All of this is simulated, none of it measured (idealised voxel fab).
process module | voxel wiring stack
For reference, the cross-section in this document is cut, with width 260 nm and square cells of 5 nm.
A cross-section is a grid of square cells, given in bands from the top down. A band is one or more rows of cells.
Top height, bottom height, nm. Materials left to right, width each, nm. Single material + "throughout" = fills band edge to edge. "blank" = empty.
For the purposes of this specification, 0 denotes the height below which the wafer in its as-received condition is composed wholly of one material, and the lowermost band, lacking a lower limit, extends downward without end, as expressed in "0 and below".
Think of "30..40" as a width that walks from the first number to the second as you go down the band, top row to bottom row, taking equal-sized steps from row to row.
"no alteration" for a step: no cell of the cross-section changed in that step.
Empty spaces counting at least 8 cells and having no open way to the top are listed in "Enclosed void inventory". The notation width x height at distance is used for each, the distance being from the left edge and all three values in nm.
What comes after the settings on a step's line is commentary from the simulator itself on that step.
Steps that use a mask can have "overlay nm" on their line. It says how far the mask sat to the right of where it was meant to be. Negative means to the left.
Every pair from here on: before one process step, after it. The after cross-section reaches only to the lowest band that changed. Below the pair: the step in between and its settings. Pairs can belong to different runs of this module on the same starting wafer; a pair carries on from the pair above only if the entry headed "Pre-step view" says so.
PRE-STEP VIEW
- 160 down to 155  SiO2 throughout
- 155 down to 135  40 of SiO2, then 30 of Ru, then 20 of SiO2, then 30 of Ru, then 20 of SiO2, then 30 of Ru, then 20 of SiO2, then 30 of Ru, then 40 of SiO2
- 135 down to 130  40 of SiO2, then 30 of TiN, then 20 of SiO2, then 30 of TiN, then 20 of SiO2, then 30 of TiN, then 20 of SiO2, then 30 of TiN, then 40 of SiO2
- 130 down to 115  40 of SiO2, then 15 of Ru, then 35 of SiO2, then 15 of Ru, then 35 of SiO2, then 15 of Ru, then 35 of SiO2, then 15 of Ru, then 55 of SiO2
- 115 down to 110  40 of SiCN, then 15 of Ru, then 35 of SiCN, then 15 of Ru, then 35 of SiCN, then 15 of Ru, then 35 of SiCN, then 15 of Ru, then 55 of SiCN
- 110 down to 100  40 of lowk, then 5 of TiN, then 20 of Cu, then 5 of TiN, then 20 of lowk, then 5 of TiN, then 20 of Cu, then 5 of TiN, then 20 of lowk, then 5 of TiN, then 20 of Cu, then 5 of TiN, then 20 of lowk, then 5 of TiN, then 20 of Cu, then 5 of TiN, then 40 of lowk
- 100 down to 95  40 of lowk, then 5 of TiN, then 5 of Cu, then 20 of TiN, then 20 of lowk, then 5 of TiN, then 5 of Cu, then 20 of TiN, then 20 of lowk, then 5 of TiN, then 5 of Cu, then 20 of TiN, then 20 of lowk, then 5 of TiN, then 5 of Cu, then 20 of TiN, then 40 of lowk
- 95 down to 85  40 of lowk, then 5 of TiN, then 5 of Cu, then 5 of TiN, then 35 of lowk, then 5 of TiN, then 5 of Cu, then 5 of TiN, then 35 of lowk, then 5 of TiN, then 5 of Cu, then 5 of TiN, then 35 of lowk, then 5 of TiN, then 5 of Cu, then 5 of TiN, then 55 of lowk
- 85 down to 80  40 of SiCN, then 15 of TiN, then 35 of SiCN, then 15 of TiN, then 35 of SiCN, then 15 of TiN, then 35 of SiCN, then 15 of TiN, then 55 of SiCN
- 80 down to 55  40 of SiO2, then 30 of Ru, then 20 of SiO2, then 30 of Ru, then 20 of SiO2, then 30 of Ru, then 20 of SiO2, then 30 of Ru, then 40 of SiO2
- 55 down to 50  40 of SiO2, then 30 of TiN, then 20 of SiO2, then 30 of TiN, then 20 of SiO2, then 30 of TiN, then 20 of SiO2, then 30 of TiN, then 40 of SiO2
- 50 down to 40  40 of SiO2, then 15 of Ru, then 35 of SiO2, then 15 of Ru, then 35 of SiO2, then 15 of Ru, then 35 of SiO2, then 15 of Ru, then 55 of SiO2
- 40 down to 35  40 of SiCN, then 15 of Ru, then 35 of SiCN, then 15 of Ru, then 35 of SiCN, then 15 of Ru, then 35 of SiCN, then 15 of Ru, then 55 of SiCN
- 35 down to 15  40 of SiO2, then 30 of Ru, then 20 of SiO2, then 30 of Ru, then 20 of SiO2, then 30 of Ru, then 20 of SiO2, then 30 of Ru, then 40 of SiO2
- 15 down to 10  40 of SiO2, then 30 of TiN, then 20 of SiO2, then 30 of TiN, then 20 of SiO2, then 30 of TiN, then 20 of SiO2, then 30 of TiN, then 40 of SiO2
- 10 down to 0  SiO2 throughout
- 0 and below  Si throughout
- Enclosed void inventory: none
RESULTING STRUCTURE
- 155 down to 135  40 of SiO2, then 30 of Ru, then 20 of SiO2, then 30 of Ru, then 20 of SiO2, then 30 of Ru, then 20 of SiO2, then 30 of Ru, then 40 of SiO2
- Heights below 135 show no change.
- Enclosed void inventory: none
Step, pre vs post cross-sections above: CMP: height nm 155
Pre-step view: = after-state of the pair above.
RESULTING STRUCTURE
- 160 down to 155  SiCN throughout
- Heights below 155 show no change.
- Enclosed void inventory: none
Step, pre vs post cross-sections above: CONFORMAL_DEP: material SiCN, thk nm 5
PRE-STEP VIEW
- 50 down to 40  40 of SiO2, then 15 of blank, then 35 of SiO2, then 15 of blank, then 35 of SiO2, then 15 of blank, then 35 of SiO2, then 15 of blank, then 55 of SiO2
- 40 down to 35  40 of SiCN, then 15 of blank, then 35 of SiCN, then 15 of blank, then 35 of SiCN, then 15 of blank, then 35 of SiCN, then 15 of blank, then 55 of SiCN
- 35 down to 15  40 of SiO2, then 30 of Ru, then 20 of SiO2, then 30 of Ru, then 20 of SiO2, then 30 of Ru, then 20 of SiO2, then 30 of Ru, then 40 of SiO2
- 15 down to 10  40 of SiO2, then 30 of TiN, then 20 of SiO2, then 30 of TiN, then 20 of SiO2, then 30 of TiN, then 20 of SiO2, then 30 of TiN, then 40 of SiO2
- 10 down to 0  SiO2 throughout
- 0 and below  Si throughout
- Enclosed void inventory: none
RESULTING STRUCTURE
- 50 down to 40  40 of SiO2, then 15 of blank, then 35 of SiO2, then 15 of blank, then 35 of SiO2, then 15 of blank, then 35 of SiO2, then 15 of blank, then 55 of SiO2
- 40 down to 35  40 of SiCN, then 15 of Ru, then 35 of SiCN, then 15 of Ru, then 35 of SiCN, then 15 of Ru, then 35 of SiCN, then 15 of Ru, then 55 of SiCN
- Heights below 35 show no change.
- Enclosed void inventory: none
Step, pre vs post cross-sections above: EPI: material Ru, thk nm 5
Pre-step view: = after-state of the pair above.
RESULTING STRUCTURE
- 55 down to 50  40 of TiN, then 15 of blank, then 35 of TiN, then 15 of blank, then 35 of TiN, then 15 of blank, then 35 of TiN, then 15 of blank, then 55 of TiN
- 50 down to 45  40 of SiO2, then 15 of blank, then 35 of SiO2, then 15 of blank, then 35 of SiO2, then 15 of blank, then 35 of SiO2, then 15 of blank, then 55 of SiO2
- 45 down to 40  40 of SiO2, then 15 of TiN, then 35 of SiO2, then 15 of TiN, then 35 of SiO2, then 15 of TiN, then 35 of SiO2, then 15 of TiN, then 55 of SiO2
- Heights below 40 show no change.
- Enclosed void inventory: none
Step, pre vs post cross-sections above: DIRECTIONAL_DEP: material TiN, thk nm 5
Pre-step view: = after-state of the pair above.
RESULTING STRUCTURE
- 80 down to 70  40 of Ru, then 15 of blank, then 35 of Ru, then 15 of blank, then 35 of Ru, then 15 of blank, then 35 of Ru, then 15 of blank, then 55 of Ru
- 70 down to 55  Ru throughout
- 55 down to 50  40 of TiN, then 15 of Ru, then 35 of TiN, then 15 of Ru, then 35 of TiN, then 15 of Ru, then 35 of TiN, then 15 of Ru, then 55 of TiN
- 50 down to 45  40 of SiO2, then 15 of Ru, then 35 of SiO2, then 15 of Ru, then 35 of SiO2, then 15 of Ru, then 35 of SiO2, then 15 of Ru, then 55 of SiO2
- Heights below 45 show no change.
- Enclosed void inventory: none
Step, pre vs post cross-sections above: DIRECTIONAL_DEP: material Ru, thk nm 25
Pre-step view: = after-state of the pair above.
RESULTING STRUCTURE
- 90 down to 80  40 of aC, then 15 of blank, then 35 of aC, then 15 of blank, then 35 of aC, then 15 of blank, then 35 of aC, then 15 of blank, then 55 of aC
- 80 down to 70  40 of Ru, then 15 of aC, then 35 of Ru, then 15 of aC, then 35 of Ru, then 15 of aC, then 35 of Ru, then 15 of aC, then 55 of Ru
- Heights below 70 show no change.
- Enclosed void inventory: none
Step, pre vs post cross-sections above: DIRECTIONAL_DEP: material aC, thk nm 10
Pre-step view: = after-state of the pair above.
RESULTING STRUCTURE
- 120 down to 90  40 of blank, then 30 of resist, then 20 of blank, then 30 of resist, then 20 of blank, then 30 of resist, then 20 of blank, then 30 of resist, then 40 of blank
- 90 down to 80  40 of aC, then 15 of resist, then 35 of aC, then 15 of resist, then 35 of aC, then 15 of resist, then 35 of aC, then 15 of resist, then 55 of aC
- Heights below 80 show no change.
- Enclosed void inventory: none
Step, pre vs post cross-sections above: PATTERN: tone cover, mask id METAL_2, material resist, width nm 30, pitch nm 50, thk nm 30, overlay nm 0
Pre-step view: = after-state of the pair above.
RESULTING STRUCTURE
- 110 down to 90  40 of blank, then 30 of resist, then 20 of blank, then 30 of resist, then 20 of blank, then 30 of resist, then 20 of blank, then 30 of resist, then 40 of blank
- 90 down to 80  40 of blank, then 15 of resist, then 15 of aC, then 20 of blank, then 15 of resist, then 15 of aC, then 20 of blank, then 15 of resist, then 15 of aC, then 20 of blank, then 15 of resist, then 15 of aC, then 40 of blank
- Heights below 80 show no change.
- Enclosed void inventory: none
Step, pre vs post cross-sections above: DIRECTIONAL_ETCH: etch materials aC, depth nm 10
Pre-step view: = after-state of the pair above.
RESULTING STRUCTURE
- 90 down to 80  55 of blank, then 15 of aC, then 35 of blank, then 15 of aC, then 35 of blank, then 15 of aC, then 35 of blank, then 15 of aC, then 40 of blank
- Heights below 80 show no change.
- Enclosed void inventory: none
Step, pre vs post cross-sections above: STRIP: etch materials resist
Pre-step view: = after-state of the pair above.
RESULTING STRUCTURE
- 90 down to 80  55 of blank, then 15 of aC, then 35 of blank, then 15 of aC, then 35 of blank, then 15 of aC, then 35 of blank, then 15 of aC, then 40 of blank
- 80 down to 70  40 of blank, then 15 of aC, then 15 of Ru, then 20 of blank, then 15 of aC, then 15 of Ru, then 20 of blank, then 15 of aC, then 15 of Ru, then 20 of blank, then 15 of aC, then 15 of Ru, then 40 of blank
- 70 down to 55  40 of blank, then 30 of Ru, then 20 of blank, then 30 of Ru, then 20 of blank, then 30 of Ru, then 20 of blank, then 30 of Ru, then 40 of blank
- Heights below 55 show no change.
- Enclosed void inventory: none
Step, pre vs post cross-sections above: DIRECTIONAL_ETCH: etch materials Ru, depth nm 25
Pre-step view: = after-state of the pair above.
RESULTING STRUCTURE
- 90 down to 80  55 of blank, then 15 of aC, then 35 of blank, then 15 of aC, then 35 of blank, then 15 of aC, then 35 of blank, then 15 of aC, then 40 of blank
- 80 down to 70  40 of blank, then 15 of aC, then 15 of Ru, then 20 of blank, then 15 of aC, then 15 of Ru, then 20 of blank, then 15 of aC, then 15 of Ru, then 20 of blank, then 15 of aC, then 15 of Ru, then 40 of blank
- 70 down to 55  40 of blank, then 30 of Ru, then 20 of blank, then 30 of Ru, then 20 of blank, then 30 of Ru, then 20 of blank, then 30 of Ru, then 40 of blank
- 55 down to 50  40 of blank, then 15 of Ru, then 15 of TiN, then 20 of blank, then 15 of Ru, then 15 of TiN, then 20 of blank, then 15 of Ru, then 15 of TiN, then 20 of blank, then 15 of Ru, then 15 of TiN, then 40 of blank
- Heights below 50 show no change.
- Enclosed void inventory: none
Step, pre vs post cross-sections above: DIRECTIONAL_ETCH: etch materials TiN, depth nm 5
Pre-step view: = after-state of the pair above.
RESULTING STRUCTURE
- 80 down to 70  55 of blank, then 15 of Ru, then 35 of blank, then 15 of Ru, then 35 of blank, then 15 of Ru, then 35 of blank, then 15 of Ru, then 40 of blank
- Heights below 70 show no change.
- Enclosed void inventory: none
Step, pre vs post cross-sections above: STRIP: etch materials aC
Pre-step view: = after-state of the pair above.
RESULTING STRUCTURE
- 90 down to 80  SiO2 throughout
- 80 down to 70  55 of SiO2, then 15 of Ru, then 35 of SiO2, then 15 of Ru, then 35 of SiO2, then 15 of Ru, then 35 of SiO2, then 15 of Ru, then 40 of SiO2
- 70 down to 55  40 of SiO2, then 30 of Ru, then 20 of SiO2, then 30 of Ru, then 20 of SiO2, then 30 of Ru, then 20 of SiO2, then 30 of Ru, then 40 of SiO2
- 55 down to 50  40 of SiO2, then 15 of Ru, then 15 of TiN, then 20 of SiO2, then 15 of Ru, then 15 of TiN, then 20 of SiO2, then 15 of Ru, then 15 of TiN, then 20 of SiO2, then 15 of Ru, then 15 of TiN, then 40 of SiO2
- Heights below 50 show no change.
- Enclosed void inventory: none
Step, pre vs post cross-sections above: FILL_DEP: material SiO2, thk nm 10
Pre-step view: = after-state of the pair above.
RESULTING STRUCTURE
- 80 down to 70  55 of SiO2, then 15 of Ru, then 35 of SiO2, then 15 of Ru, then 35 of SiO2, then 15 of Ru, then 35 of SiO2, then 15 of Ru, then 40 of SiO2
- Heights below 70 show no change.
- Enclosed void inventory: none
Step, pre vs post cross-sections above: CMP: height nm 80
Pre-step view: = after-state of the pair above.
RESULTING STRUCTURE
- 85 down to 80  SiCN throughout
- Heights below 80 show no change.
- Enclosed void inventory: none
Step, pre vs post cross-sections above: CONFORMAL_DEP: material SiCN, thk nm 5
Pre-step view: = after-state of the pair above.
RESULTING STRUCTURE
- 110 down to 85  lowk throughout
- Heights below 85 show no change.
- Enclosed void inventory: none
Step, pre vs post cross-sections above: DIRECTIONAL_DEP: material lowk, thk nm 25
Pre-step view: = after-state of the pair above.
RESULTING STRUCTURE
- 125 down to 110  aC throughout
- Heights below 110 show no change.
- Enclosed void inventory: none
Step, pre vs post cross-sections above: DIRECTIONAL_DEP: material aC, thk nm 15
Pre-step view: = after-state of the pair above.
RESULTING STRUCTURE
- 160 down to 125  40 of resist, then 15 of blank, then 35 of resist, then 15 of blank, then 35 of resist, then 15 of blank, then 35 of resist, then 15 of blank, then 55 of resist
- Heights below 125 show no change.
- Enclosed void inventory: none
Step, pre vs post cross-sections above: PATTERN: tone open, mask id METAL_3_HOLES, material resist, width nm 15, pitch nm 50, thk nm 35, overlay nm 0
Pre-step view: = after-state of the pair above.
RESULTING STRUCTURE
- 145 down to 125  40 of resist, then 15 of blank, then 35 of resist, then 15 of blank, then 35 of resist, then 15 of blank, then 35 of resist, then 15 of blank, then 55 of resist
- 125 down to 110  40 of aC, then 15 of blank, then 35 of aC, then 15 of blank, then 35 of aC, then 15 of blank, then 35 of aC, then 15 of blank, then 55 of aC
- Heights below 110 show no change.
- Enclosed void inventory: none
Step, pre vs post cross-sections above: DIRECTIONAL_ETCH: etch materials aC, depth nm 15
Pre-step view: = after-state of the pair above.
RESULTING STRUCTURE
- 125 down to 110  40 of aC, then 15 of blank, then 35 of aC, then 15 of blank, then 35 of aC, then 15 of blank, then 35 of aC, then 15 of blank, then 55 of aC
- Heights below 110 show no change.
- Enclosed void inventory: none
Step, pre vs post cross-sections above: STRIP: etch materials resist
Pre-step view: = after-state of the pair above.
RESULTING STRUCTURE
- 125 down to 110  40 of aC, then 15 of blank, then 35 of aC, then 15 of blank, then 35 of aC, then 15 of blank, then 35 of aC, then 15 of blank, then 55 of aC
- 110 down to 85  40 of lowk, then 15 of blank, then 35 of lowk, then 15 of blank, then 35 of lowk, then 15 of blank, then 35 of lowk, then 15 of blank, then 55 of lowk
- Heights below 85 show no change.
- Enclosed void inventory: none
Step, pre vs post cross-sections above: DIRECTIONAL_ETCH: etch materials lowk, depth nm 25
Pre-step view: = after-state of the pair above.
RESULTING STRUCTURE
- 110 down to 85  40 of lowk, then 15 of blank, then 35 of lowk, then 15 of blank, then 35 of lowk, then 15 of blank, then 35 of lowk, then 15 of blank, then 55 of lowk
- Heights below 85 show no change.
- Enclosed void inventory: none
Step, pre vs post cross-sections above: STRIP: etch materials aC
Pre-step view: = after-state of the pair above.
RESULTING STRUCTURE
- 120 down to 110  40 of aC, then 15 of blank, then 35 of aC, then 15 of blank, then 35 of aC, then 15 of blank, then 35 of aC, then 15 of blank, then 55 of aC
- 110 down to 95  40 of lowk, then 15 of blank, then 35 of lowk, then 15 of blank, then 35 of lowk, then 15 of blank, then 35 of lowk, then 15 of blank, then 55 of lowk
- 95 down to 85  40 of lowk, then 15 of aC, then 35 of lowk, then 15 of aC, then 35 of lowk, then 15 of aC, then 35 of lowk, then 15 of aC, then 55 of lowk
- Heights below 85 show no change.
- Enclosed void inventory: none
Step, pre vs post cross-sections above: DIRECTIONAL_DEP: material aC, thk nm 10
Pre-step view: = after-state of the pair above.
RESULTING STRUCTURE
- 145 down to 120  40 of resist, then 30 of blank, then 20 of resist, then 30 of blank, then 20 of resist, then 30 of blank, then 20 of resist, then 30 of blank, then 40 of resist
- Heights below 120 show no change.
- Enclosed void inventory: none
Step, pre vs post cross-sections above: PATTERN: tone open, mask id METAL_3, material resist, width nm 30, pitch nm 50, thk nm 25, overlay nm 0
Pre-step view: = after-state of the pair above.
RESULTING STRUCTURE
- 135 down to 120  40 of resist, then 30 of blank, then 20 of resist, then 30 of blank, then 20 of resist, then 30 of blank, then 20 of resist, then 30 of blank, then 40 of resist
- 120 down to 110  40 of aC, then 30 of blank, then 20 of aC, then 30 of blank, then 20 of aC, then 30 of blank, then 20 of aC, then 30 of blank, then 40 of aC
- 110 down to 85  40 of lowk, then 15 of blank, then 35 of lowk, then 15 of blank, then 35 of lowk, then 15 of blank, then 35 of lowk, then 15 of blank, then 55 of lowk
- Heights below 85 show no change.
- Enclosed void inventory: none
Step, pre vs post cross-sections above: DIRECTIONAL_ETCH: etch materials aC, depth nm 10
Pre-step view: = after-state of the pair above.
RESULTING STRUCTURE
- 120 down to 110  40 of aC, then 30 of blank, then 20 of aC, then 30 of blank, then 20 of aC, then 30 of blank, then 20 of aC, then 30 of blank, then 40 of aC
- Heights below 110 show no change.
- Enclosed void inventory: none
Step, pre vs post cross-sections above: STRIP: etch materials resist
Pre-step view: = after-state of the pair above.
RESULTING STRUCTURE
- 120 down to 110  40 of aC, then 30 of blank, then 20 of aC, then 30 of blank, then 20 of aC, then 30 of blank, then 20 of aC, then 30 of blank, then 40 of aC
- 110 down to 95  40 of lowk, then 30 of blank, then 20 of lowk, then 30 of blank, then 20 of lowk, then 30 of blank, then 20 of lowk, then 30 of blank, then 40 of lowk
- Heights below 95 show no change.
- Enclosed void inventory: none
Step, pre vs post cross-sections above: DIRECTIONAL_ETCH: etch materials lowk, depth nm 15
Pre-step view: = after-state of the pair above.
RESULTING STRUCTURE
- 120 down to 110  40 of aC, then 30 of blank, then 20 of aC, then 30 of blank, then 20 of aC, then 30 of blank, then 20 of aC, then 30 of blank, then 40 of aC
- 110 down to 95  40 of lowk, then 30 of blank, then 20 of lowk, then 30 of blank, then 20 of lowk, then 30 of blank, then 20 of lowk, then 30 of blank, then 40 of lowk
- 95 down to 85  40 of lowk, then 15 of blank, then 35 of lowk, then 15 of blank, then 35 of lowk, then 15 of blank, then 35 of lowk, then 15 of blank, then 55 of lowk
- 85 down to 80  40 of SiCN, then 15 of blank, then 35 of SiCN, then 15 of blank, then 35 of SiCN, then 15 of blank, then 35 of SiCN, then 15 of blank, then 55 of SiCN
- Heights below 80 show no change.
- Enclosed void inventory: none
Step, pre vs post cross-sections above: DIRECTIONAL_ETCH: etch materials SiCN, depth nm 5
Pre-step view: = after-state of the pair above.
RESULTING STRUCTURE
- 110 down to 95  40 of lowk, then 30 of blank, then 20 of lowk, then 30 of blank, then 20 of lowk, then 30 of blank, then 20 of lowk, then 30 of blank, then 40 of lowk
- Heights below 95 show no change.
- Enclosed void inventory: none
Step, pre vs post cross-sections above: STRIP: etch materials aC
Pre-step view: = after-state of the pair above.
RESULTING STRUCTURE
- 115 down to 110  45 of TiN, then 20 of blank, then 30 of TiN, then 20 of blank, then 30 of TiN, then 20 of blank, then 30 of TiN, then 20 of blank, then 45 of TiN
- 110 down to 100  40 of lowk, then 5 of TiN, then 20 of blank, then 5 of TiN, then 20 of lowk, then 5 of TiN, then 20 of blank, then 5 of TiN, then 20 of lowk, then 5 of TiN, then 20 of blank, then 5 of TiN, then 20 of lowk, then 5 of TiN, then 20 of blank, then 5 of TiN, then 40 of lowk
- 100 down to 95  40 of lowk, then 5 of TiN, then 5 of blank, then 20 of TiN, then 20 of lowk, then 5 of TiN, then 5 of blank, then 20 of TiN, then 20 of lowk, then 5 of TiN, then 5 of blank, then 20 of TiN, then 20 of lowk, then 5 of TiN, then 5 of blank, then 20 of TiN, then 40 of lowk
- 95 down to 85  40 of lowk, then 5 of TiN, then 5 of blank, then 5 of TiN, then 35 of lowk, then 5 of TiN, then 5 of blank, then 5 of TiN, then 35 of lowk, then 5 of TiN, then 5 of blank, then 5 of TiN, then 35 of lowk, then 5 of TiN, then 5 of blank, then 5 of TiN, then 55 of lowk
- 85 down to 80  40 of SiCN, then 15 of TiN, then 35 of SiCN, then 15 of TiN, then 35 of SiCN, then 15 of TiN, then 35 of SiCN, then 15 of TiN, then 55 of SiCN
- Heights below 80 show no change.
- Enclosed void inventory: none
Step, pre vs post cross-sections above: CONFORMAL_DEP: material TiN, thk nm 5
Pre-step view: = after-state of the pair above.
RESULTING STRUCTURE
- 120 down to 115  Cu throughout
- 115 down to 110  45 of TiN, then 20 of Cu, then 30 of TiN, then 20 of Cu, then 30 of TiN, then 20 of Cu, then 30 of TiN, then 20 of Cu, then 45 of TiN
- 110 down to 100  40 of lowk, then 5 of TiN, then 20 of Cu, then 5 of TiN, then 20 of lowk, then 5 of TiN, then 20 of Cu, then 5 of TiN, then 20 of lowk, then 5 of TiN, then 20 of Cu, then 5 of TiN, then 20 of lowk, then 5 of TiN, then 20 of Cu, then 5 of TiN, then 40 of lowk
- 100 down to 95  40 of lowk, then 5 of TiN, then 5 of Cu, then 20 of TiN, then 20 of lowk, then 5 of TiN, then 5 of Cu, then 20 of TiN, then 20 of lowk, then 5 of TiN, then 5 of Cu, then 20 of TiN, then 20 of lowk, then 5 of TiN, then 5 of Cu, then 20 of TiN, then 40 of lowk
- 95 down to 85  40 of lowk, then 5 of TiN, then 5 of Cu, then 5 of TiN, then 35 of lowk, then 5 of TiN, then 5 of Cu, then 5 of TiN, then 35 of lowk, then 5 of TiN, then 5 of Cu, then 5 of TiN, then 35 of lowk, then 5 of TiN, then 5 of Cu, then 5 of TiN, then 55 of lowk
- Heights below 85 show no change.
- Enclosed void inventory: none
Step, pre vs post cross-sections above: FILL_DEP: material Cu, thk nm 5
Pre-step view: = after-state of the pair above.
RESULTING STRUCTURE
- 110 down to 100  40 of lowk, then 5 of TiN, then 20 of Cu, then 5 of TiN, then 20 of lowk, then 5 of TiN, then 20 of Cu, then 5 of TiN, then 20 of lowk, then 5 of TiN, then 20 of Cu, then 5 of TiN, then 20 of lowk, then 5 of TiN, then 20 of Cu, then 5 of TiN, then 40 of lowk
- Heights below 100 show no change.
- Enclosed void inventory: none
Step, pre vs post cross-sections above: CMP: height nm 110
Pre-step view: = after-state of the pair above.
RESULTING STRUCTURE
- 115 down to 110  SiCN throughout
- Heights below 110 show no change.
- Enclosed void inventory: none
Step, pre vs post cross-sections above: CONFORMAL_DEP: material SiCN, thk nm 5
Pre-step view: = after-state of the pair above.
RESULTING STRUCTURE
- 130 down to 115  SiO2 throughout
- Heights below 115 show no change.
- Enclosed void inventory: none
Step, pre vs post cross-sections above: DIRECTIONAL_DEP: material SiO2, thk nm 15
Pre-step view: = after-state of the pair above.
RESULTING STRUCTURE
- 140 down to 130  aC throughout
- Heights below 130 show no change.
- Enclosed void inventory: none
Step, pre vs post cross-sections above: DIRECTIONAL_DEP: material aC, thk nm 10
Pre-step view: = after-state of the pair above.
RESULTING STRUCTURE
- 165 down to 140  40 of resist, then 15 of blank, then 35 of resist, then 15 of blank, then 35 of resist, then 15 of blank, then 35 of resist, then 15 of blank, then 55 of resist
- Heights below 140 show no change.
- Enclosed void inventory: none
Step, pre vs post cross-sections above: PATTERN: tone open, mask id PLUG_3, material resist, width nm 15, pitch nm 50, thk nm 25, overlay nm 0
Pre-step view: = after-state of the pair above.
RESULTING STRUCTURE
- 155 down to 140  40 of resist, then 15 of blank, then 35 of resist, then 15 of blank, then 35 of resist, then 15 of blank, then 35 of resist, then 15 of blank, then 55 of resist
- 140 down to 130  40 of aC, then 15 of blank, then 35 of aC, then 15 of blank, then 35 of aC, then 15 of blank, then 35 of aC, then 15 of blank, then 55 of aC
- Heights below 130 show no change.
- Enclosed void inventory: none
Step, pre vs post cross-sections above: DIRECTIONAL_ETCH: etch materials aC, depth nm 10
Pre-step view: = after-state of the pair above.
RESULTING STRUCTURE
- 140 down to 130  40 of aC, then 15 of blank, then 35 of aC, then 15 of blank, then 35 of aC, then 15 of blank, then 35 of aC, then 15 of blank, then 55 of aC
- Heights below 130 show no change.
- Enclosed void inventory: none
Step, pre vs post cross-sections above: STRIP: etch materials resist
Pre-step view: = after-state of the pair above.
RESULTING STRUCTURE
- 140 down to 130  40 of aC, then 15 of blank, then 35 of aC, then 15 of blank, then 35 of aC, then 15 of blank, then 35 of aC, then 15 of blank, then 55 of aC
- 130 down to 115  40 of SiO2, then 15 of blank, then 35 of SiO2, then 15 of blank, then 35 of SiO2, then 15 of blank, then 35 of SiO2, then 15 of blank, then 55 of SiO2
- Heights below 115 show no change.
- Enclosed void inventory: none
Step, pre vs post cross-sections above: DIRECTIONAL_ETCH: etch materials SiO2, depth nm 15
Pre-step view: = after-state of the pair above.
RESULTING STRUCTURE
- 140 down to 130  40 of aC, then 15 of blank, then 35 of aC, then 15 of blank, then 35 of aC, then 15 of blank, then 35 of aC, then 15 of blank, then 55 of aC
- 130 down to 115  40 of SiO2, then 15 of blank, then 35 of SiO2, then 15 of blank, then 35 of SiO2, then 15 of blank, then 35 of SiO2, then 15 of blank, then 55 of SiO2
- 115 down to 110  40 of SiCN, then 15 of blank, then 35 of SiCN, then 15 of blank, then 35 of SiCN, then 15 of blank, then 35 of SiCN, then 15 of blank, then 55 of SiCN
- Heights below 110 show no change.
- Enclosed void inventory: none
Step, pre vs post cross-sections above: DIRECTIONAL_ETCH: etch materials SiCN, depth nm 5
Pre-step view: = after-state of the pair above.
RESULTING STRUCTURE
- 130 down to 115  40 of SiO2, then 15 of blank, then 35 of SiO2, then 15 of blank, then 35 of SiO2, then 15 of blank, then 35 of SiO2, then 15 of blank, then 55 of SiO2
- Heights below 115 show no change.
- Enclosed void inventory: none
Step, pre vs post cross-sections above: STRIP: etch materials aC
Pre-step view: = after-state of the pair above.
RESULTING STRUCTURE
- 130 down to 120  40 of SiO2, then 15 of blank, then 35 of SiO2, then 15 of blank, then 35 of SiO2, then 15 of blank, then 35 of SiO2, then 15 of blank, then 55 of SiO2
- 120 down to 115  40 of SiO2, then 15 of Ru, then 35 of SiO2, then 15 of Ru, then 35 of SiO2, then 15 of Ru, then 35 of SiO2, then 15 of Ru, then 55 of SiO2
- 115 down to 110  40 of SiCN, then 15 of Ru, then 35 of SiCN, then 15 of Ru, then 35 of SiCN, then 15 of Ru, then 35 of SiCN, then 15 of Ru, then 55 of SiCN
- Heights below 110 show no change.
- Enclosed void inventory: none
Step, pre vs post cross-sections above: EPI: material Ru, thk nm 10
Pre-step view: = after-state of the pair above.
RESULTING STRUCTURE
- 130 down to 115  40 of SiO2, then 15 of Ru, then 35 of SiO2, then 15 of Ru, then 35 of SiO2, then 15 of Ru, then 35 of SiO2, then 15 of Ru, then 55 of SiO2
- Heights below 115 show no change.
- Enclosed void inventory: none
Step, pre vs post cross-sections above: EPI: material Ru, thk nm 10
Pre-step view: = after-state of the pair above.
RESULTING STRUCTURE
- 135 down to 130  TiN throughout
- Heights below 130 show no change.
- Enclosed void inventory: none
Step, pre vs post cross-sections above: DIRECTIONAL_DEP: material TiN, thk nm 5
Pre-step view: = after-state of the pair above.
RESULTING STRUCTURE
- 155 down to 135  Ru throughout
- Heights below 135 show no change.
- Enclosed void inventory: none
Step, pre vs post cross-sections above: DIRECTIONAL_DEP: material Ru, thk nm 20
Pre-step view: = after-state of the pair above.
RESULTING STRUCTURE
- 155 down to 135  40 of blank, then 30 of Ru, then 20 of blank, then 30 of Ru, then 20 of blank, then 30 of Ru, then 20 of blank, then 30 of Ru, then 40 of blank
- Heights below 135 show no change.
- Enclosed void inventory: none
Step, pre vs post cross-sections above: MASKED_ETCH: tone cover, mask id METAL_4, width nm 30, pitch nm 50, etch materials Ru, depth nm 20, overlay nm 0
Pre-step view: = after-state of the pair above.
RESULTING STRUCTURE
- 155 down to 135  40 of blank, then 30 of Ru, then 20 of blank, then 30 of Ru, then 20 of blank, then 30 of Ru, then 20 of blank, then 30 of Ru, then 40 of blank
- 135 down to 130  40 of blank, then 30 of TiN, then 20 of blank, then 30 of TiN, then 20 of blank, then 30 of TiN, then 20 of blank, then 30 of TiN, then 40 of blank
- Heights below 130 show no change.
- Enclosed void inventory: none
Step, pre vs post cross-sections above: MASKED_ETCH: tone cover, mask id METAL_4, width nm 30, pitch nm 50, etch materials TiN, depth nm 5, overlay nm 0
Pre-step view: = after-state of the pair above.
RESULTING STRUCTURE
- 160 down to 155  SiO2 throughout
- 155 down to 135  40 of SiO2, then 30 of Ru, then 20 of SiO2, then 30 of Ru, then 20 of SiO2, then 30 of Ru, then 20 of SiO2, then 30 of Ru, then 40 of SiO2
- 135 down to 130  40 of SiO2, then 30 of TiN, then 20 of SiO2, then 30 of TiN, then 20 of SiO2, then 30 of TiN, then 20 of SiO2, then 30 of TiN, then 40 of SiO2
- Heights below 130 show no change.
- Enclosed void inventory: none
Step, pre vs post cross-sections above: FILL_DEP: material SiO2, thk nm 5
Pre-step view: = after-state of the pair above.
RESULTING STRUCTURE
- 155 down to 135  40 of SiO2, then 30 of Ru, then 20 of SiO2, then 30 of Ru, then 20 of SiO2, then 30 of Ru, then 20 of SiO2, then 30 of Ru, then 40 of SiO2
- Heights below 135 show no change.
- Enclosed void inventory: none
Step, pre vs post cross-sections above: CMP: height nm 155
Pre-step view: = after-state of the pair above.
RESULTING STRUCTURE
- 160 down to 155  SiCN throughout
- Heights below 155 show no change.
- Enclosed void inventory: none
Step, pre vs post cross-sections above: CONFORMAL_DEP: material SiCN, thk nm 5
